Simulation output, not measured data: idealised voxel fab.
The following is a process module called voxel fin reveal.
The figure presents cross-section cut, which has a width of 150 nm and is divided into square cells with an edge length of 5 nm.
For the purposes of this document, a cross-section shall be understood as a grid of square cells, specified as bands listed in top-to-bottom order, each band consisting of one or more rows of cells.
Each band's line starts with the height of the band's top and of its bottom, in nm. Then come its materials from left to right, each with its width in nm. One material with "edge to edge" fills the band from edge to edge. "blank" is empty space.
Heights are expressed relative to 0, this being the level below which the as-received wafer comprises one material exclusively. The lowest band is unbounded in the downward direction and is denoted as in "0 nm and below".
When a width is written as two numbers, as in "30 to 40", the first number is the width in the top row of cells of the band and the second is the width in its bottom row, and the width changes by the same amount from each row to the next.
A step reported as "nothing different" is a step in which no cell of the cross-section changed.
The entry "Internal closed voids" lists the empty spaces that cover at least 8 cells and have no open path to the top. Each is written as width x height at distance, where the distance is measured from the left edge and all three values are in nm.
Whatever follows a step's settings on its line is a remark the simulator itself makes about that step.
"overlay nm", when on a step's line for a step with a mask, measures how far to the right of its planned place the mask lay; a negative measure means to the left.

The process steps that were planned are listed below:
1. RECEIVE with material Si
2. CONFORMAL_DEP with material SiN, thk nm 10
3. PATTERN with tone cover, mask id FINS, material resist, width nm 15, pitch nm 40, thk nm 15, overlay nm 0
4. DIRECTIONAL_ETCH with etch materials SiN, depth nm 10
5. DIRECTIONAL_ETCH with etch materials Si, depth nm 30
6. STRIP with etch materials resist
7. FILL_DEP with material SiO2, thk nm 5
8. CMP with height nm 10
9. SELECTIVE_ETCH with etch materials SiO2, depth nm 25
10. STRIP with etch materials SiN
11. CONFORMAL_DEP with material HfO2, thk nm 5

Wafer, first of two, run as planned:

Cross-section, incoming material, after step 1:
  0 nm and below = Si edge to edge
  Internal closed voids: none

Wafer section view after processing step 2:
  10 nm to 0 nm = SiN edge to edge
  Beneath the level 0, the cross-section is identical to its previous state.

Wafer section view after processing step 3:
  25 nm to 10 nm = blank=25  resist=15  blank=25  resist=15  blank=25  resist=15  blank=30
  Beneath the level 10, the cross-section is identical to its previous state.

Wafer section view after processing step 4:
  25 nm to 10 nm = blank=25  resist=15  blank=25  resist=15  blank=25  resist=15  blank=30
  10 nm to 0 nm = blank=25  SiN=15  blank=25  SiN=15  blank=25  SiN=15  blank=30
  Beneath the level 0, the cross-section is identical to its previous state.

Wafer section view after processing step 5:
  25 nm to 10 nm = blank=25  resist=15  blank=25  resist=15  blank=25  resist=15  blank=30
  10 nm to 0 nm = blank=25  SiN=15  blank=25  SiN=15  blank=25  SiN=15  blank=30
  0 nm to -30 nm = blank=25  Si=15  blank=25  Si=15  blank=25  Si=15  blank=30
  Beneath the level -30, the cross-section is identical to its previous state.

Wafer section view after processing step 6:
  10 nm to 0 nm = blank=25  SiN=15  blank=25  SiN=15  blank=25  SiN=15  blank=30
  Beneath the level 0, the cross-section is identical to its previous state.

Wafer section view after processing step 7:
  15 nm to 10 nm = SiO2 edge to edge
  10 nm to 0 nm = SiO2=25  SiN=15  SiO2=25  SiN=15  SiO2=25  SiN=15  SiO2=30
  0 nm to -30 nm = SiO2=25  Si=15  SiO2=25  Si=15  SiO2=25  Si=15  SiO2=30
  Beneath the level -30, the cross-section is identical to its previous state.

Wafer section view after processing step 8:
  10 nm to 0 nm = SiO2=25  SiN=15  SiO2=25  SiN=15  SiO2=25  SiN=15  SiO2=30
  Beneath the level 0, the cross-section is identical to its previous state.

Wafer section view after processing step 9:
  10 nm to 0 nm = blank=25  SiN=15  blank=25  SiN=15  blank=25  SiN=15  blank=30
  0 nm to -15 nm = blank=25  Si=15  blank=25  Si=15  blank=25  Si=15  blank=30
  Beneath the level -15, the cross-section is identical to its previous state.

Wafer section view after processing step 10:
  0 nm to -15 nm = blank=25  Si=15  blank=25  Si=15  blank=25  Si=15  blank=30
  Beneath the level -15, the cross-section is identical to its previous state.

Wafer section view after processing step 11:
  5 nm to 0 nm = blank=20  HfO2=25  blank=15  HfO2=25  blank=15  HfO2=25  blank=25
  0 nm to -10 nm = blank=20  HfO2=5  Si=15  HfO2=5  blank=15  HfO2=5  Si=15  HfO2=5  blank=15  HfO2=5  Si=15  HfO2=5  blank=25
  -10 nm to -15 nm = HfO2=25  Si=15  HfO2=25  Si=15  HfO2=25  Si=15  HfO2=30
  Beneath the level -15, the cross-section is identical to its previous state.

The second wafer was prepared from the same starting point and under the same plan as the first; its processing contained one mistake, and it remains indistinguishable from the first wafer up to and including step 8:

Planned end of step 9: second wafer, cross-section:
  10 nm to 0 nm = SiO2=25  blank=15  SiO2=25  blank=15  SiO2=25  blank=15  SiO2=30
  Beneath the level 0, the cross-section is identical to its previous state.

Planned end of step 10: second wafer, cross-section:
  0 nm to -15 nm = blank=25  Si=15  blank=25  Si=15  blank=25  Si=15  blank=30
  -15 nm to -25 nm = blank=25  Si=15  blank=25  Si=15  blank=25  Si=15  blank=25  SiO2=5
  Beneath the level -25, the cross-section is identical to its previous state.

Planned end of step 11: second wafer, cross-section:
  5 nm to 0 nm = blank=20  HfO2=25  blank=15  HfO2=25  blank=15  HfO2=25  blank=25
  0 nm to -10 nm = blank=20  HfO2=5  Si=15  HfO2=5  blank=15  HfO2=5  Si=15  HfO2=5  blank=15  HfO2=5  Si=15  HfO2=5  blank=25
  -10 nm to -15 nm = blank=20  HfO2=5  Si=15  HfO2=5  blank=15  HfO2=5  Si=15  HfO2=5  blank=15  HfO2=5  Si=15  HfO2=5  blank=15  HfO2=10
  -15 nm to -20 nm = blank=20  HfO2=5  Si=15  HfO2=5  blank=15  HfO2=5  Si=15  HfO2=5  blank=15  HfO2=5  Si=15  HfO2=5  blank=15  HfO2=5  SiO2=5
  -20 nm to -25 nm = HfO2=25  Si=15  HfO2=25  Si=15  HfO2=25  Si=15  HfO2=25  SiO2=5
  Beneath the level -25, the cross-section is identical to its previous state.
What went wrong in running the wafer? steps 9 and 10 run out of order (swapped)
At the finish, the second wafer shows more or fewer cells for some materials than the first does: HfO2: 14 more; SiO2: 40 fewer
